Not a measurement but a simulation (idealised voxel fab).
Presented below is a process module, voxel ribs on slabs.
Cross-section cut spans 140 nm and uses square cells 5 nm in size.
Format of a cross-section: grid, square cells. Given as bands. Order: top down. Band: one or more rows of cells. Heights first: top, then bottom, in nm. Then materials, left to right, each with a width in nm. "edge to edge" on a single material: fills the band edge to edge. "air": empty space. Ref level 0: as-received wafer is one material below here. Bottom band extends down with no lower bound ("0 down"). Width "30 to 40": first value at the band's top row of cells, second value at its bottom row, equal change from row to row. The designation "remained unchanged", where it is given for a processing step, indicates that no cell of the cross-section was altered in the course of that step. Empty spaces without an open route to the top, at least 8 cells in extent, make up the entry "Sealed void listing"; each is given as width x height at distance, where the distance is measured from the left edge, and all are in nm. after a step's settings: what the simulator itself notes on the step. overlay nm: step with mask; distance mask lay right of planned place; negative value = left of planned place.

### Process steps (planned)
step 1: RECEIVE [material Si]
step 2: DIRECTIONAL_DEP [material SiO2] [thk nm 30]
step 3: DIRECTIONAL_DEP [material SiN] [thk nm 15]
step 4: DIRECTIONAL_DEP [material aC] [thk nm 10]
step 5: PATTERN [tone cover] [mask id RIB] [material resist] [width nm 30] [thk nm 30] [overlay nm 0]
step 6: DIRECTIONAL_ETCH [etch materials aC] [depth nm 10]
step 7: STRIP [etch materials resist]
step 8: DIRECTIONAL_ETCH [etch materials SiN] [depth nm 5]
step 9: STRIP [etch materials aC]
step 10: MASKED_ETCH [tone cover] [mask id SLAB] [width nm 90] [etch materials SiN] [depth nm 10] [overlay nm 0]
step 11: FILL_DEP [material SiO2] [thk nm 30]
step 12: CMP [height nm 65]
step 13: DIRECTIONAL_DEP [material W] [thk nm 10]
step 14: DIRECTIONAL_DEP [material aC] [thk nm 10]
step 15: PATTERN [tone cover] [mask id HEATER] [material resist] [width nm 40] [thk nm 30] [overlay nm 0]
step 16: DIRECTIONAL_ETCH [etch materials aC] [depth nm 10]
step 17: STRIP [etch materials resist]
step 18: DIRECTIONAL_ETCH [etch materials W] [depth nm 10]
step 19: STRIP [etch materials aC]
step 20: CONFORMAL_DEP [material SiN] [thk nm 10]

### Step 1 complete: cross-section of the wafer as received
  0 down | Si edge to edge
  Sealed void listing: none

### The following cross-section depicts the wafer upon conclusion of the module. Processing commenced from the starting condition illustrated above and adhered to the plan illustrated above, save for one mistake in execution
  85 to 75 | SiN edge to edge
  75 to 45 | SiO2 edge to edge
  45 to 40 | 55 nm SiO2, 30 nm SiN, 55 nm SiO2
  40 to 30 | 25 nm SiO2, 90 nm SiN, 25 nm SiO2
  30 to 0 | SiO2 edge to edge
  0 down | Si edge to edge
  Sealed void listing: none
Diagnosis: step 13 went in with a setting other than planned; the actual run was DIRECTIONAL_DEP [material SiO2] [thk nm 10]
